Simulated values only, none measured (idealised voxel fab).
Process module in this document: voxel self aligned vias
Section shown: cut. Width: 285 nm. Cell size: 5 nm, square.
The cross-sections in this document take the form of a grid made of square cells. They are written out as bands, in order from top to bottom. Each band consists of one or more rows of cells. Quick guide to a band line: top height, bottom height (nm) up front; then every material left to right with its width in nm. Only one material and it's marked "all across"? Then it fills the band edge to edge. And "air" just means empty space. Height 0 is the level under which the wafer as received is all one material. The lowest band goes on downwards, as in "0 -> down". A two-number width, for instance "30..40", indicates that the width is equal to the first number in the top row of the band and to the second number in the bottom row, and that it changes by a constant amount per row of cells. Reading "nothing was modified" for a step: not a cell of the cross-section changed in it. Entry "Closed void table". Content: empty spaces with no open connection to the top, size 8 cells or greater. Each: width x height at distance. Distance: from left edge. Unit: nm. Text after the settings on a step's line: the simulator's own remark on that step. A step line may carry the setting "overlay nm", which, for steps involving a mask, states the distance by which the mask lay to the right of its intended position; negative values denote displacement to the left.

# Steps planned for the process
1: RECEIVE [material Si]
2: CONFORMAL_DEP [material SiO2] [thk nm 10]
3: CONFORMAL_DEP [material SiCN] [thk nm 5]
4: DIRECTIONAL_DEP [material SiO2] [thk nm 25]
5: PATTERN [tone open] [mask id LINES] [material resist] [width nm 20] [pitch nm 55] [thk nm 15] [overlay nm 0]
6: DIRECTIONAL_ETCH [etch materials SiO2] [depth nm 25]
7: STRIP [etch materials resist]
8: CONFORMAL_DEP [material TiN] [thk nm 5]
9: FILL_DEP [material Ru] [thk nm 5]
10: CMP [height nm 40]
11: SELECTIVE_ETCH [etch materials W Ru TiN] [depth nm 10]
12: FILL_DEP [material SiN] [thk nm 5]
13: CMP [height nm 40]
14: DIRECTIONAL_DEP [material SiO2] [thk nm 20]
15: PATTERN [tone open] [mask id VIAS] [material resist] [width nm 40] [pitch nm 110] [thk nm 20] [overlay nm 0]
16: DIRECTIONAL_ETCH [etch materials SiO2] [depth nm 20]
17: DIRECTIONAL_ETCH [etch materials SiN] [depth nm 10]
18: STRIP [etch materials resist]
19: CONFORMAL_DEP [material TiN] [thk nm 5]
20: FILL_DEP [material Ru] [thk nm 5]
21: CMP [height nm 60]
22: CONFORMAL_DEP [material SiCN] [thk nm 5]

# First wafer of two (run as planned)

# Cross-section of the wafer upon arrival, representing the state reached after step 1
- 0 -> down = Si all across
- Closed void table: none

# Cross-section: wafer state after step 2
- 10 -> 0 = SiO2 all across
- Unchanged below 0.

# Cross-section: wafer state after step 3
- 15 -> 10 = SiCN all across
- Unchanged below 10.

# Cross-section: wafer state after step 4
- 40 -> 15 = SiO2 all across
- Unchanged below 15.

# Cross-section: wafer state after step 5
- 55 -> 40 = resist 75 nm, then air 20 nm, then resist 35 nm, then air 20 nm, then resist 35 nm, then air 20 nm, then resist 80 nm
- Unchanged below 40.

# Cross-section: wafer state after step 6
- 55 -> 40 = resist 75 nm, then air 20 nm, then resist 35 nm, then air 20 nm, then resist 35 nm, then air 20 nm, then resist 80 nm
- 40 -> 15 = SiO2 75 nm, then air 20 nm, then SiO2 35 nm, then air 20 nm, then SiO2 35 nm, then air 20 nm, then SiO2 80 nm
- Unchanged below 15.

# Cross-section: wafer state after step 7
- 40 -> 15 = SiO2 75 nm, then air 20 nm, then SiO2 35 nm, then air 20 nm, then SiO2 35 nm, then air 20 nm, then SiO2 80 nm
- Unchanged below 15.

# Cross-section: wafer state after step 8
- 45 -> 40 = TiN 80 nm, then air 10 nm, then TiN 45 nm, then air 10 nm, then TiN 45 nm, then air 10 nm, then TiN 85 nm
- 40 -> 20 = SiO2 75 nm, then TiN 5 nm, then air 10 nm, then TiN 5 nm, then SiO2 35 nm, then TiN 5 nm, then air 10 nm, then TiN 5 nm, then SiO2 35 nm, then TiN 5 nm, then air 10 nm, then TiN 5 nm, then SiO2 80 nm
- 20 -> 15 = SiO2 75 nm, then TiN 20 nm, then SiO2 35 nm, then TiN 20 nm, then SiO2 35 nm, then TiN 20 nm, then SiO2 80 nm
- Unchanged below 15.

# Cross-section: wafer state after step 9
- 50 -> 45 = Ru all across
- 45 -> 40 = TiN 80 nm, then Ru 10 nm, then TiN 45 nm, then Ru 10 nm, then TiN 45 nm, then Ru 10 nm, then TiN 85 nm
- 40 -> 20 = SiO2 75 nm, then TiN 5 nm, then Ru 10 nm, then TiN 5 nm, then SiO2 35 nm, then TiN 5 nm, then Ru 10 nm, then TiN 5 nm, then SiO2 35 nm, then TiN 5 nm, then Ru 10 nm, then TiN 5 nm, then SiO2 80 nm
- Unchanged below 20.

# Cross-section: wafer state after step 10
- 40 -> 20 = SiO2 75 nm, then TiN 5 nm, then Ru 10 nm, then TiN 5 nm, then SiO2 35 nm, then TiN 5 nm, then Ru 10 nm, then TiN 5 nm, then SiO2 35 nm, then TiN 5 nm, then Ru 10 nm, then TiN 5 nm, then SiO2 80 nm
- Unchanged below 20.

# Cross-section: wafer state after step 11
- 40 -> 30 = SiO2 75 nm, then air 20 nm, then SiO2 35 nm, then air 20 nm, then SiO2 35 nm, then air 20 nm, then SiO2 80 nm
- Unchanged below 30.

# Cross-section: wafer state after step 12
- 45 -> 40 = SiN all across
- 40 -> 30 = SiO2 75 nm, then SiN 20 nm, then SiO2 35 nm, then SiN 20 nm, then SiO2 35 nm, then SiN 20 nm, then SiO2 80 nm
- Unchanged below 30.

# Cross-section: wafer state after step 13
- 40 -> 30 = SiO2 75 nm, then SiN 20 nm, then SiO2 35 nm, then SiN 20 nm, then SiO2 35 nm, then SiN 20 nm, then SiO2 80 nm
- Unchanged below 30.

# Cross-section: wafer state after step 14
- 60 -> 40 = SiO2 all across
- Unchanged below 40.

# Cross-section: wafer state after step 15
- 80 -> 60 = resist 65 nm, then air 40 nm, then resist 70 nm, then air 40 nm, then resist 70 nm
- Unchanged below 60.

# Cross-section: wafer state after step 16
- 80 -> 60 = resist 65 nm, then air 40 nm, then resist 70 nm, then air 40 nm, then resist 70 nm
- 60 -> 40 = SiO2 65 nm, then air 40 nm, then SiO2 70 nm, then air 40 nm, then SiO2 70 nm
- Unchanged below 40.

# Cross-section: wafer state after step 17
- 80 -> 60 = resist 65 nm, then air 40 nm, then resist 70 nm, then air 40 nm, then resist 70 nm
- 60 -> 40 = SiO2 65 nm, then air 40 nm, then SiO2 70 nm, then air 40 nm, then SiO2 70 nm
- 40 -> 30 = SiO2 75 nm, then air 20 nm, then SiO2 35 nm, then SiN 20 nm, then SiO2 35 nm, then air 20 nm, then SiO2 80 nm
- Unchanged below 30.

# Cross-section: wafer state after step 18
- 60 -> 40 = SiO2 65 nm, then air 40 nm, then SiO2 70 nm, then air 40 nm, then SiO2 70 nm
- Unchanged below 40.

# Cross-section: wafer state after step 19
- 65 -> 60 = TiN 70 nm, then air 30 nm, then TiN 80 nm, then air 30 nm, then TiN 75 nm
- 60 -> 45 = SiO2 65 nm, then TiN 5 nm, then air 30 nm, then TiN 5 nm, then SiO2 70 nm, then TiN 5 nm, then air 30 nm, then TiN 5 nm, then SiO2 70 nm
- 45 -> 40 = SiO2 65 nm, then TiN 15 nm, then air 10 nm, then TiN 15 nm, then SiO2 70 nm, then TiN 15 nm, then air 10 nm, then TiN 15 nm, then SiO2 70 nm
- 40 -> 35 = SiO2 75 nm, then TiN 5 nm, then air 10 nm, then TiN 5 nm, then SiO2 35 nm, then SiN 20 nm, then SiO2 35 nm, then TiN 5 nm, then air 10 nm, then TiN 5 nm, then SiO2 80 nm
- 35 -> 30 = SiO2 75 nm, then TiN 20 nm, then SiO2 35 nm, then SiN 20 nm, then SiO2 35 nm, then TiN 20 nm, then SiO2 80 nm
- Unchanged below 30.

# Cross-section: wafer state after step 20
- 70 -> 65 = Ru all across
- 65 -> 60 = TiN 70 nm, then Ru 30 nm, then TiN 80 nm, then Ru 30 nm, then TiN 75 nm
- 60 -> 45 = SiO2 65 nm, then TiN 5 nm, then Ru 30 nm, then TiN 5 nm, then SiO2 70 nm, then TiN 5 nm, then Ru 30 nm, then TiN 5 nm, then SiO2 70 nm
- 45 -> 40 = SiO2 65 nm, then TiN 15 nm, then Ru 10 nm, then TiN 15 nm, then SiO2 70 nm, then TiN 15 nm, then Ru 10 nm, then TiN 15 nm, then SiO2 70 nm
- 40 -> 35 = SiO2 75 nm, then TiN 5 nm, then Ru 10 nm, then TiN 5 nm, then SiO2 35 nm, then SiN 20 nm, then SiO2 35 nm, then TiN 5 nm, then Ru 10 nm, then TiN 5 nm, then SiO2 80 nm
- Unchanged below 35.

# Cross-section: wafer state after step 21
- 60 -> 45 = SiO2 65 nm, then TiN 5 nm, then Ru 30 nm, then TiN 5 nm, then SiO2 70 nm, then TiN 5 nm, then Ru 30 nm, then TiN 5 nm, then SiO2 70 nm
- Unchanged below 45.

# Cross-section: wafer state after step 22
- 65 -> 60 = SiCN all across
- Unchanged below 60.

# Second of two: same start, same plan, one run error; steps up to and including 2 match the first

Cross-section: second wafer, time at which step 3 was scheduled to end: nothing was modified

# Cross-section: second wafer, time at which step 4 was scheduled to end
- 35 -> 0 = SiO2 all across
- Unchanged below 0.

# Cross-section: second wafer, time at which step 5 was scheduled to end
- 50 -> 35 = resist 75 nm, then air 20 nm, then resist 35 nm, then air 20 nm, then resist 35 nm, then air 20 nm, then resist 80 nm
- Unchanged below 35.

# Cross-section: second wafer, time at which step 6 was scheduled to end
- 50 -> 35 = resist 75 nm, then air 20 nm, then resist 35 nm, then air 20 nm, then resist 35 nm, then air 20 nm, then resist 80 nm
- 35 -> 10 = SiO2 75 nm, then air 20 nm, then SiO2 35 nm, then air 20 nm, then SiO2 35 nm, then air 20 nm, then SiO2 80 nm
- Unchanged below 10.

# Cross-section: second wafer, time at which step 7 was scheduled to end
- 35 -> 10 = SiO2 75 nm, then air 20 nm, then SiO2 35 nm, then air 20 nm, then SiO2 35 nm, then air 20 nm, then SiO2 80 nm
- Unchanged below 10.

# Cross-section: second wafer, time at which step 8 was scheduled to end
- 40 -> 35 = TiN 80 nm, then air 10 nm, then TiN 45 nm, then air 10 nm, then TiN 45 nm, then air 10 nm, then TiN 85 nm
- 35 -> 15 = SiO2 75 nm, then TiN 5 nm, then air 10 nm, then TiN 5 nm, then SiO2 35 nm, then TiN 5 nm, then air 10 nm, then TiN 5 nm, then SiO2 35 nm, then TiN 5 nm, then air 10 nm, then TiN 5 nm, then SiO2 80 nm
- 15 -> 10 = SiO2 75 nm, then TiN 20 nm, then SiO2 35 nm, then TiN 20 nm, then SiO2 35 nm, then TiN 20 nm, then SiO2 80 nm
- Unchanged below 10.

# Cross-section: second wafer, time at which step 9 was scheduled to end
- 45 -> 40 = Ru all across
- 40 -> 35 = TiN 80 nm, then Ru 10 nm, then TiN 45 nm, then Ru 10 nm, then TiN 45 nm, then Ru 10 nm, then TiN 85 nm
- 35 -> 15 = SiO2 75 nm, then TiN 5 nm, then Ru 10 nm, then TiN 5 nm, then SiO2 35 nm, then TiN 5 nm, then Ru 10 nm, then TiN 5 nm, then SiO2 35 nm, then TiN 5 nm, then Ru 10 nm, then TiN 5 nm, then SiO2 80 nm
- Unchanged below 15.

# Cross-section: second wafer, time at which step 10 was scheduled to end
- 40 -> 35 = TiN 80 nm, then Ru 10 nm, then TiN 45 nm, then Ru 10 nm, then TiN 45 nm, then Ru 10 nm, then TiN 85 nm
- Unchanged below 35.

# Cross-section: second wafer, time at which step 11 was scheduled to end
- 35 -> 30 = SiO2 75 nm, then air 20 nm, then SiO2 35 nm, then air 20 nm, then SiO2 35 nm, then air 20 nm, then SiO2 80 nm
- Unchanged below 30.

# Cross-section: second wafer, time at which step 12 was scheduled to end
- 40 -> 35 = SiN all across
- 35 -> 30 = SiO2 75 nm, then SiN 20 nm, then SiO2 35 nm, then SiN 20 nm, then SiO2 35 nm, then SiN 20 nm, then SiO2 80 nm
- Unchanged below 30.

Cross-section: second wafer, time at which step 13 was scheduled to end: nothing was modified

# Cross-section: second wafer, time at which step 14 was scheduled to end
- 60 -> 40 = SiO2 all across
- Unchanged below 40.

# Cross-section: second wafer, time at which step 15 was scheduled to end
- 80 -> 60 = resist 65 nm, then air 40 nm, then resist 70 nm, then air 40 nm, then resist 70 nm
- Unchanged below 60.

# Cross-section: second wafer, time at which step 16 was scheduled to end
- 80 -> 60 = resist 65 nm, then air 40 nm, then resist 70 nm, then air 40 nm, then resist 70 nm
- 60 -> 40 = SiO2 65 nm, then air 40 nm, then SiO2 70 nm, then air 40 nm, then SiO2 70 nm
- Unchanged below 40.

# Cross-section: second wafer, time at which step 17 was scheduled to end
- 80 -> 60 = resist 65 nm, then air 40 nm, then resist 70 nm, then air 40 nm, then resist 70 nm
- 60 -> 40 = SiO2 65 nm, then air 40 nm, then SiO2 70 nm, then air 40 nm, then SiO2 70 nm
- 40 -> 35 = SiN 65 nm, then air 40 nm, then SiN 70 nm, then air 40 nm, then SiN 70 nm
- 35 -> 30 = SiO2 75 nm, then air 20 nm, then SiO2 35 nm, then SiN 20 nm, then SiO2 35 nm, then air 20 nm, then SiO2 80 nm
- Unchanged below 30.

# Cross-section: second wafer, time at which step 18 was scheduled to end
- 60 -> 40 = SiO2 65 nm, then air 40 nm, then SiO2 70 nm, then air 40 nm, then SiO2 70 nm
- Unchanged below 40.

# Cross-section: second wafer, time at which step 19 was scheduled to end
- 65 -> 60 = TiN 70 nm, then air 30 nm, then TiN 80 nm, then air 30 nm, then TiN 75 nm
- 60 -> 40 = SiO2 65 nm, then TiN 5 nm, then air 30 nm, then TiN 5 nm, then SiO2 70 nm, then TiN 5 nm, then air 30 nm, then TiN 5 nm, then SiO2 70 nm
- 40 -> 35 = SiN 65 nm, then TiN 15 nm, then air 10 nm, then TiN 15 nm, then SiN 70 nm, then TiN 15 nm, then air 10 nm, then TiN 15 nm, then SiN 70 nm
- 35 -> 30 = SiO2 75 nm, then TiN 20 nm, then SiO2 35 nm, then SiN 20 nm, then SiO2 35 nm, then TiN 20 nm, then SiO2 80 nm
- Unchanged below 30.

# Cross-section: second wafer, time at which step 20 was scheduled to end
- 70 -> 65 = Ru all across
- 65 -> 60 = TiN 70 nm, then Ru 30 nm, then TiN 80 nm, then Ru 30 nm, then TiN 75 nm
- 60 -> 40 = SiO2 65 nm, then TiN 5 nm, then Ru 30 nm, then TiN 5 nm, then SiO2 70 nm, then TiN 5 nm, then Ru 30 nm, then TiN 5 nm, then SiO2 70 nm
- 40 -> 35 = SiN 65 nm, then TiN 15 nm, then Ru 10 nm, then TiN 15 nm, then SiN 70 nm, then TiN 15 nm, then Ru 10 nm, then TiN 15 nm, then SiN 70 nm
- Unchanged below 35.

# Cross-section: second wafer, time at which step 21 was scheduled to end
- 60 -> 40 = SiO2 65 nm, then TiN 5 nm, then Ru 30 nm, then TiN 5 nm, then SiO2 70 nm, then TiN 5 nm, then Ru 30 nm, then TiN 5 nm, then SiO2 70 nm
- Unchanged below 40.

# Cross-section: second wafer, time at which step 22 was scheduled to end
- 65 -> 60 = SiCN all across
- Unchanged below 60.
Deviation from plan: plan step 3: skipped, not run
Looking at both finished wafers in cells, the second ends up ahead of or behind the first on some materials: +14 Ru; -57 SiCN; +37 SiN; +6 TiN
